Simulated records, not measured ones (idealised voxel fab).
This is a process module. Its name is voxel capacitor over wiring.
The cross-section on display is named cut; it measures 215 nm wide, and its cells are 5 nm squares.
A cross-section in this document is a grid of square cells, and it is written down as bands, the top band listed before the ones below it; a band is made up of one or more rows of cells. First you get the band's top height and its bottom height, in nm, and then the materials it's made of, left to right, with each width in nm. If you see a single material with "full width", that one covers the band edge to edge. "air" is empty space. The reference from which all heights are counted is 0, the level beneath which the as-received wafer is entirely one material; the lowest band, having no lower bound, proceeds downward and is written after the example "0 and below". A width such as "30 to 40" changes by the same amount from each row of cells to the next, from the band's top row to its bottom row. Key: "all unchanged" - step with no changed cell in the cross-section. What "Closed voids list" gives you is every empty space of 8 cells or more that is cut off from the top. Each appears as width x height at distance, with the distance taken from the left edge and width, height and distance all in nm. Heads up: the bit after the settings on a step's line is the simulator's remark on that step. "overlay nm" denotes, for a step that has a mask, the displacement of the mask to the right of its planned place, with negative values corresponding to the left.
**The steps planned for the process are as follows**
1) RECEIVE,material Si
2) CONFORMAL_DEP,material SiO2,thk nm 15
3) CONFORMAL_DEP,material SiN,thk nm 5
4) DIRECTIONAL_DEP,material lowk,thk nm 25
5) DIRECTIONAL_DEP,material aC,thk nm 10
6) PATTERN,tone open,mask id METAL_1,material resist,width nm 25,pitch nm 75,thk nm 30,overlay nm 0
7) DIRECTIONAL_ETCH,etch materials aC,depth nm 10
8) STRIP,etch materials resist
9) DIRECTIONAL_ETCH,etch materials lowk,depth nm 25
10) DIRECTIONAL_ETCH,etch materials SiN,depth nm 5
11) STRIP,etch materials aC
12) CONFORMAL_DEP,material TiN,thk nm 5
13) FILL_DEP,material W,thk nm 10
14) CMP,height nm 45
15) EPI,material Ru,thk nm 5
16) FILL_DEP,material SiCN,thk nm 5
17) DIRECTIONAL_DEP,material SiO2,thk nm 20
18) PATTERN,tone open,mask id PLUG_1,material resist,width nm 15,thk nm 20,overlay nm 0
19) DIRECTIONAL_ETCH,etch materials SiO2,depth nm 20
20) DIRECTIONAL_ETCH,etch materials SiCN,depth nm 5
21) STRIP,etch materials resist
22) CONFORMAL_DEP,material TiN,thk nm 5
23) FILL_DEP,material Cu,thk nm 5
24) CMP,height nm 75
25) DIRECTIONAL_DEP,material TiN,thk nm 10
26) DIRECTIONAL_DEP,material HfO2,thk nm 5
27) DIRECTIONAL_DEP,material TiN,thk nm 10
28) MASKED_ETCH,tone cover,mask id UPPER_PLATE,width nm 55,etch materials TiN,depth nm 10,overlay nm 0
29) MASKED_ETCH,tone cover,mask id UPPER_PLATE,width nm 55,etch materials HfO2,depth nm 5,overlay nm 0
30) PATTERN,tone cover,mask id LOWER_PLATE,material resist,width nm 65,thk nm 20,overlay nm 0
31) DIRECTIONAL_ETCH,etch materials TiN,depth nm 10
32) STRIP,etch materials resist
33) FILL_DEP,material SiO2,thk nm 15
34) CMP,height nm 110
35) MASKED_ETCH,tone open,mask id PLUG_2,width nm 15,etch materials SiO2,depth nm 10,overlay nm 0
36) CONFORMAL_DEP,material TiN,thk nm 5
37) FILL_DEP,material Ru,thk nm 10
38) CMP,height nm 110
39) CONFORMAL_DEP,material SiN,thk nm 5
**First of the two wafers, run per plan**
**Cross-section, incoming material, after step 1**
- 0 and below | Si full width
- Closed voids list: none
**Cross-section of the wafer subsequent to step 2**
- 15 down to 0 | SiO2 full width
- No changes below 0.
**Cross-section of the wafer subsequent to step 3**
- 20 down to 15 | SiN full width
- No changes below 15.
**Cross-section of the wafer subsequent to step 4**
- 45 down to 20 | lowk full width
- No changes below 20.
**Cross-section of the wafer subsequent to step 5**
- 55 down to 45 | aC full width
- No changes below 45.
**Cross-section of the wafer subsequent to step 6**
- 85 down to 55 | 55 nm resist | 25 nm air | 50 nm resist | 25 nm air | 60 nm resist
- No changes below 55.
**Cross-section of the wafer subsequent to step 7**
- 75 down to 55 | 55 nm resist | 25 nm air | 50 nm resist | 25 nm air | 60 nm resist
- 55 down to 45 | 55 nm aC | 25 nm air | 50 nm aC | 25 nm air | 60 nm aC
- No changes below 45.
**Cross-section of the wafer subsequent to step 8**
- 55 down to 45 | 55 nm aC | 25 nm air | 50 nm aC | 25 nm air | 60 nm aC
- No changes below 45.
**Cross-section of the wafer subsequent to step 9**
- 55 down to 45 | 55 nm aC | 25 nm air | 50 nm aC | 25 nm air | 60 nm aC
- 45 down to 20 | 55 nm lowk | 25 nm air | 50 nm lowk | 25 nm air | 60 nm lowk
- No changes below 20.
**Cross-section of the wafer subsequent to step 10**
- 55 down to 45 | 55 nm aC | 25 nm air | 50 nm aC | 25 nm air | 60 nm aC
- 45 down to 20 | 55 nm lowk | 25 nm air | 50 nm lowk | 25 nm air | 60 nm lowk
- 20 down to 15 | 55 nm SiN | 25 nm air | 50 nm SiN | 25 nm air | 60 nm SiN
- No changes below 15.
**Cross-section of the wafer subsequent to step 11**
- 45 down to 20 | 55 nm lowk | 25 nm air | 50 nm lowk | 25 nm air | 60 nm lowk
- No changes below 20.
**Cross-section of the wafer subsequent to step 12**
- 50 down to 45 | 60 nm TiN | 15 nm air | 60 nm TiN | 15 nm air | 65 nm TiN
- 45 down to 20 | 55 nm lowk | 5 nm TiN | 15 nm air | 5 nm TiN | 50 nm lowk | 5 nm TiN | 15 nm air | 5 nm TiN | 60 nm lowk
- 20 down to 15 | 55 nm SiN | 25 nm TiN | 50 nm SiN | 25 nm TiN | 60 nm SiN
- No changes below 15.
**Cross-section of the wafer subsequent to step 13**
- 60 down to 50 | W full width
- 50 down to 45 | 60 nm TiN | 15 nm W | 60 nm TiN | 15 nm W | 65 nm TiN
- 45 down to 20 | 55 nm lowk | 5 nm TiN | 15 nm W | 5 nm TiN | 50 nm lowk | 5 nm TiN | 15 nm W | 5 nm TiN | 60 nm lowk
- No changes below 20.
**Cross-section of the wafer subsequent to step 14**
- 45 down to 20 | 55 nm lowk | 5 nm TiN | 15 nm W | 5 nm TiN | 50 nm lowk | 5 nm TiN | 15 nm W | 5 nm TiN | 60 nm lowk
- No changes below 20.
**Cross-section of the wafer subsequent to step 15**
- 50 down to 45 | 50 nm air | 35 nm Ru | 40 nm air | 35 nm Ru | 55 nm air
- No changes below 45.
**Cross-section of the wafer subsequent to step 16**
- 55 down to 50 | SiCN full width
- 50 down to 45 | 50 nm SiCN | 35 nm Ru | 40 nm SiCN | 35 nm Ru | 55 nm SiCN
- No changes below 45.
**Cross-section of the wafer subsequent to step 17**
- 75 down to 55 | SiO2 full width
- No changes below 55.
**Cross-section of the wafer subsequent to step 18**
- 95 down to 75 | 65 nm resist | 15 nm air | 135 nm resist
- No changes below 75.
**Cross-section of the wafer subsequent to step 19**
- 95 down to 75 | 65 nm resist | 15 nm air | 135 nm resist
- 75 down to 55 | 65 nm SiO2 | 15 nm air | 135 nm SiO2
- No changes below 55.
**Cross-section of the wafer subsequent to step 20**
- 95 down to 75 | 65 nm resist | 15 nm air | 135 nm resist
- 75 down to 55 | 65 nm SiO2 | 15 nm air | 135 nm SiO2
- 55 down to 50 | 65 nm SiCN | 15 nm air | 135 nm SiCN
- No changes below 50.
**Cross-section of the wafer subsequent to step 21**
- 75 down to 55 | 65 nm SiO2 | 15 nm air | 135 nm SiO2
- No changes below 55.
**Cross-section of the wafer subsequent to step 22**
- 80 down to 75 | 70 nm TiN | 5 nm air | 140 nm TiN
- 75 down to 55 | 65 nm SiO2 | 5 nm TiN | 5 nm air | 5 nm TiN | 135 nm SiO2
- 55 down to 50 | 65 nm SiCN | 15 nm TiN | 135 nm SiCN
- No changes below 50.
**Cross-section of the wafer subsequent to step 23**
- 85 down to 80 | Cu full width
- 80 down to 75 | 70 nm TiN | 5 nm Cu | 140 nm TiN
- 75 down to 55 | 65 nm SiO2 | 5 nm TiN | 5 nm Cu | 5 nm TiN | 135 nm SiO2
- No changes below 55.
**Cross-section of the wafer subsequent to step 24**
- 75 down to 55 | 65 nm SiO2 | 5 nm TiN | 5 nm Cu | 5 nm TiN | 135 nm SiO2
- No changes below 55.
**Cross-section of the wafer subsequent to step 25**
- 85 down to 75 | TiN full width
- No changes below 75.
**Cross-section of the wafer subsequent to step 26**
- 90 down to 85 | HfO2 full width
- No changes below 85.
**Cross-section of the wafer subsequent to step 27**
- 100 down to 90 | TiN full width
- No changes below 90.
**Cross-section of the wafer subsequent to step 28**
- 100 down to 90 | 65 nm air | 55 nm TiN | 95 nm air
- No changes below 90.
**Cross-section of the wafer subsequent to step 29**
- 100 down to 90 | 65 nm air | 55 nm TiN | 95 nm air
- 90 down to 85 | 65 nm air | 55 nm HfO2 | 95 nm air
- No changes below 85.
**Cross-section of the wafer subsequent to step 30**
- 120 down to 100 | 60 nm air | 65 nm resist | 90 nm air
- 100 down to 90 | 60 nm air | 5 nm resist | 55 nm TiN | 5 nm resist | 90 nm air
- 90 down to 85 | 60 nm air | 5 nm resist | 55 nm HfO2 | 5 nm resist | 90 nm air
- No changes below 85.
**Cross-section of the wafer subsequent to step 31**
- 120 down to 100 | 60 nm air | 65 nm resist | 90 nm air
- 100 down to 90 | 60 nm air | 5 nm resist | 55 nm TiN | 5 nm resist | 90 nm air
- 90 down to 85 | 60 nm air | 5 nm resist | 55 nm HfO2 | 5 nm resist | 90 nm air
- 85 down to 75 | 60 nm air | 65 nm TiN | 90 nm air
- No changes below 75.
**Cross-section of the wafer subsequent to step 32**
- 100 down to 90 | 65 nm air | 55 nm TiN | 95 nm air
- 90 down to 85 | 65 nm air | 55 nm HfO2 | 95 nm air
- No changes below 85.
**Cross-section of the wafer subsequent to step 33**
- 115 down to 100 | SiO2 full width
- 100 down to 90 | 65 nm SiO2 | 55 nm TiN | 95 nm SiO2
- 90 down to 85 | 65 nm SiO2 | 55 nm HfO2 | 95 nm SiO2
- 85 down to 75 | 60 nm SiO2 | 65 nm TiN | 90 nm SiO2
- No changes below 75.
**Cross-section of the wafer subsequent to step 34**
- 110 down to 100 | SiO2 full width
- No changes below 100.
**Cross-section of the wafer subsequent to step 35**
- 110 down to 100 | 75 nm SiO2 | 15 nm air | 125 nm SiO2
- No changes below 100.
**Cross-section of the wafer subsequent to step 36**
- 115 down to 110 | 80 nm TiN | 5 nm air | 130 nm TiN
- 110 down to 105 | 75 nm SiO2 | 5 nm TiN | 5 nm air | 5 nm TiN | 125 nm SiO2
- 105 down to 100 | 75 nm SiO2 | 15 nm TiN | 125 nm SiO2
- No changes below 100.
**Cross-section of the wafer subsequent to step 37**
- 125 down to 115 | Ru full width
- 115 down to 110 | 80 nm TiN | 5 nm Ru | 130 nm TiN
- 110 down to 105 | 75 nm SiO2 | 5 nm TiN | 5 nm Ru | 5 nm TiN | 125 nm SiO2
- No changes below 105.
**Cross-section of the wafer subsequent to step 38**
- 110 down to 105 | 75 nm SiO2 | 5 nm TiN | 5 nm Ru | 5 nm TiN | 125 nm SiO2
- No changes below 105.
**Cross-section of the wafer subsequent to step 39**
- 115 down to 110 | SiN full width
- No changes below 110.
**Okay, second wafer. Nothing different at the start, nothing different in the plan, just one mistake somewhere in the running. As far as step 1, counting that step, it's the first wafer all over again**
**Cross-sectional view of the second wafer at the intended end time of process step 2**
- 30 down to 0 | SiO2 full width
- No changes below 0.
**Cross-sectional view of the second wafer at the intended end time of process step 3**
- 35 down to 30 | SiN full width
- No changes below 30.
**Cross-sectional view of the second wafer at the intended end time of process step 4**
- 60 down to 35 | lowk full width
- No changes below 35.
**Cross-sectional view of the second wafer at the intended end time of process step 5**
- 70 down to 60 | aC full width
- No changes below 60.
**Cross-sectional view of the second wafer at the intended end time of process step 6**
- 100 down to 70 | 55 nm resist | 25 nm air | 50 nm resist | 25 nm air | 60 nm resist
- No changes below 70.
**Cross-sectional view of the second wafer at the intended end time of process step 7**
- 90 down to 70 | 55 nm resist | 25 nm air | 50 nm resist | 25 nm air | 60 nm resist
- 70 down to 60 | 55 nm aC | 25 nm air | 50 nm aC | 25 nm air | 60 nm aC
- No changes below 60.
**Cross-sectional view of the second wafer at the intended end time of process step 8**
- 70 down to 60 | 55 nm aC | 25 nm air | 50 nm aC | 25 nm air | 60 nm aC
- No changes below 60.
**Cross-sectional view of the second wafer at the intended end time of process step 9**
- 70 down to 60 | 55 nm aC | 25 nm air | 50 nm aC | 25 nm air | 60 nm aC
- 60 down to 35 | 55 nm lowk | 25 nm air | 50 nm lowk | 25 nm air | 60 nm lowk
- No changes below 35.
**Cross-sectional view of the second wafer at the intended end time of process step 10**
- 70 down to 60 | 55 nm aC | 25 nm air | 50 nm aC | 25 nm air | 60 nm aC
- 60 down to 35 | 55 nm lowk | 25 nm air | 50 nm lowk | 25 nm air | 60 nm lowk
- 35 down to 30 | 55 nm SiN | 25 nm air | 50 nm SiN | 25 nm air | 60 nm SiN
- No changes below 30.
**Cross-sectional view of the second wafer at the intended end time of process step 11**
- 60 down to 35 | 55 nm lowk | 25 nm air | 50 nm lowk | 25 nm air | 60 nm lowk
- No changes below 35.
**Cross-sectional view of the second wafer at the intended end time of process step 12**
- 65 down to 60 | 60 nm TiN | 15 nm air | 60 nm TiN | 15 nm air | 65 nm TiN
- 60 down to 35 | 55 nm lowk | 5 nm TiN | 15 nm air | 5 nm TiN | 50 nm lowk | 5 nm TiN | 15 nm air | 5 nm TiN | 60 nm lowk
- 35 down to 30 | 55 nm SiN | 25 nm TiN | 50 nm SiN | 25 nm TiN | 60 nm SiN
- No changes below 30.
**Cross-sectional view of the second wafer at the intended end time of process step 13**
- 75 down to 65 | W full width
- 65 down to 60 | 60 nm TiN | 15 nm W | 60 nm TiN | 15 nm W | 65 nm TiN
- 60 down to 35 | 55 nm lowk | 5 nm TiN | 15 nm W | 5 nm TiN | 50 nm lowk | 5 nm TiN | 15 nm W | 5 nm TiN | 60 nm lowk
- No changes below 35.
**Cross-sectional view of the second wafer at the intended end time of process step 14**
- 45 down to 35 | 55 nm lowk | 5 nm TiN | 15 nm W | 5 nm TiN | 50 nm lowk | 5 nm TiN | 15 nm W | 5 nm TiN | 60 nm lowk
- No changes below 35.
**Cross-sectional view of the second wafer at the intended end time of process step 15**
- 50 down to 45 | 50 nm air | 35 nm Ru | 40 nm air | 35 nm Ru | 55 nm air
- No changes below 45.
**Cross-sectional view of the second wafer at the intended end time of process step 16**
- 55 down to 50 | SiCN full width
- 50 down to 45 | 50 nm SiCN | 35 nm Ru | 40 nm SiCN | 35 nm Ru | 55 nm SiCN
- No changes below 45.
**Cross-sectional view of the second wafer at the intended end time of process step 17**
- 75 down to 55 | SiO2 full width
- No changes below 55.
**Cross-sectional view of the second wafer at the intended end time of process step 18**
- 95 down to 75 | 65 nm resist | 15 nm air | 135 nm resist
- No changes below 75.
**Cross-sectional view of the second wafer at the intended end time of process step 19**
- 95 down to 75 | 65 nm resist | 15 nm air | 135 nm resist
- 75 down to 55 | 65 nm SiO2 | 15 nm air | 135 nm SiO2
- No changes below 55.
**Cross-sectional view of the second wafer at the intended end time of process step 20**
- 95 down to 75 | 65 nm resist | 15 nm air | 135 nm resist
- 75 down to 55 | 65 nm SiO2 | 15 nm air | 135 nm SiO2
- 55 down to 50 | 65 nm SiCN | 15 nm air | 135 nm SiCN
- No changes below 50.
**Cross-sectional view of the second wafer at the intended end time of process step 21**
- 75 down to 55 | 65 nm SiO2 | 15 nm air | 135 nm SiO2
- No changes below 55.
**Cross-sectional view of the second wafer at the intended end time of process step 22**
- 80 down to 75 | 70 nm TiN | 5 nm air | 140 nm TiN
- 75 down to 55 | 65 nm SiO2 | 5 nm TiN | 5 nm air | 5 nm TiN | 135 nm SiO2
- 55 down to 50 | 65 nm SiCN | 15 nm TiN | 135 nm SiCN
- No changes below 50.
**Cross-sectional view of the second wafer at the intended end time of process step 23**
- 85 down to 80 | Cu full width
- 80 down to 75 | 70 nm TiN | 5 nm Cu | 140 nm TiN
- 75 down to 55 | 65 nm SiO2 | 5 nm TiN | 5 nm Cu | 5 nm TiN | 135 nm SiO2
- No changes below 55.
**Cross-sectional view of the second wafer at the intended end time of process step 24**
- 75 down to 55 | 65 nm SiO2 | 5 nm TiN | 5 nm Cu | 5 nm TiN | 135 nm SiO2
- No changes below 55.
**Cross-sectional view of the second wafer at the intended end time of process step 25**
- 85 down to 75 | TiN full width
- No changes below 75.
**Cross-sectional view of the second wafer at the intended end time of process step 26**
- 90 down to 85 | HfO2 full width
- No changes below 85.
**Cross-sectional view of the second wafer at the intended end time of process step 27**
- 100 down to 90 | TiN full width
- No changes below 90.
**Cross-sectional view of the second wafer at the intended end time of process step 28**
- 100 down to 90 | 65 nm air | 55 nm TiN | 95 nm air
- No changes below 90.
**Cross-sectional view of the second wafer at the intended end time of process step 29**
- 100 down to 90 | 65 nm air | 55 nm TiN | 95 nm air
- 90 down to 85 | 65 nm air | 55 nm HfO2 | 95 nm air
- No changes below 85.
**Cross-sectional view of the second wafer at the intended end time of process step 30**
- 120 down to 100 | 60 nm air | 65 nm resist | 90 nm air
- 100 down to 90 | 60 nm air | 5 nm resist | 55 nm TiN | 5 nm resist | 90 nm air
- 90 down to 85 | 60 nm air | 5 nm resist | 55 nm HfO2 | 5 nm resist | 90 nm air
- No changes below 85.
**Cross-sectional view of the second wafer at the intended end time of process step 31**
- 120 down to 100 | 60 nm air | 65 nm resist | 90 nm air
- 100 down to 90 | 60 nm air | 5 nm resist | 55 nm TiN | 5 nm resist | 90 nm air
- 90 down to 85 | 60 nm air | 5 nm resist | 55 nm HfO2 | 5 nm resist | 90 nm air
- 85 down to 75 | 60 nm air | 65 nm TiN | 90 nm air
- No changes below 75.
**Cross-sectional view of the second wafer at the intended end time of process step 32**
- 100 down to 90 | 65 nm air | 55 nm TiN | 95 nm air
- 90 down to 85 | 65 nm air | 55 nm HfO2 | 95 nm air
- No changes below 85.
**Cross-sectional view of the second wafer at the intended end time of process step 33**
- 115 down to 100 | SiO2 full width
- 100 down to 90 | 65 nm SiO2 | 55 nm TiN | 95 nm SiO2
- 90 down to 85 | 65 nm SiO2 | 55 nm HfO2 | 95 nm SiO2
- 85 down to 75 | 60 nm SiO2 | 65 nm TiN | 90 nm SiO2
- No changes below 75.
**Cross-sectional view of the second wafer at the intended end time of process step 34**
- 110 down to 100 | SiO2 full width
- No changes below 100.
**Cross-sectional view of the second wafer at the intended end time of process step 35**
- 110 down to 100 | 75 nm SiO2 | 15 nm air | 125 nm SiO2
- No changes below 100.
**Cross-sectional view of the second wafer at the intended end time of process step 36**
- 115 down to 110 | 80 nm TiN | 5 nm air | 130 nm TiN
- 110 down to 105 | 75 nm SiO2 | 5 nm TiN | 5 nm air | 5 nm TiN | 125 nm SiO2
- 105 down to 100 | 75 nm SiO2 | 15 nm TiN | 125 nm SiO2
- No changes below 100.
**Cross-sectional view of the second wafer at the intended end time of process step 37**
- 125 down to 115 | Ru full width
- 115 down to 110 | 80 nm TiN | 5 nm Ru | 130 nm TiN
- 110 down to 105 | 75 nm SiO2 | 5 nm TiN | 5 nm Ru | 5 nm TiN | 125 nm SiO2
- No changes below 105.
**Cross-sectional view of the second wafer at the intended end time of process step 38**
- 110 down to 105 | 75 nm SiO2 | 5 nm TiN | 5 nm Ru | 5 nm TiN | 125 nm SiO2
- No changes below 105.
**Cross-sectional view of the second wafer at the intended end time of process step 39**
- 115 down to 110 | SiN full width
- No changes below 110.
In executing the process, a mistake was made relative to the plan: regarding the plan, step 2 was run twice
The second wafer ends with more or fewer cells of some materials than the first, per final count: SiO2 +129; TiN -12; W -18; lowk -99
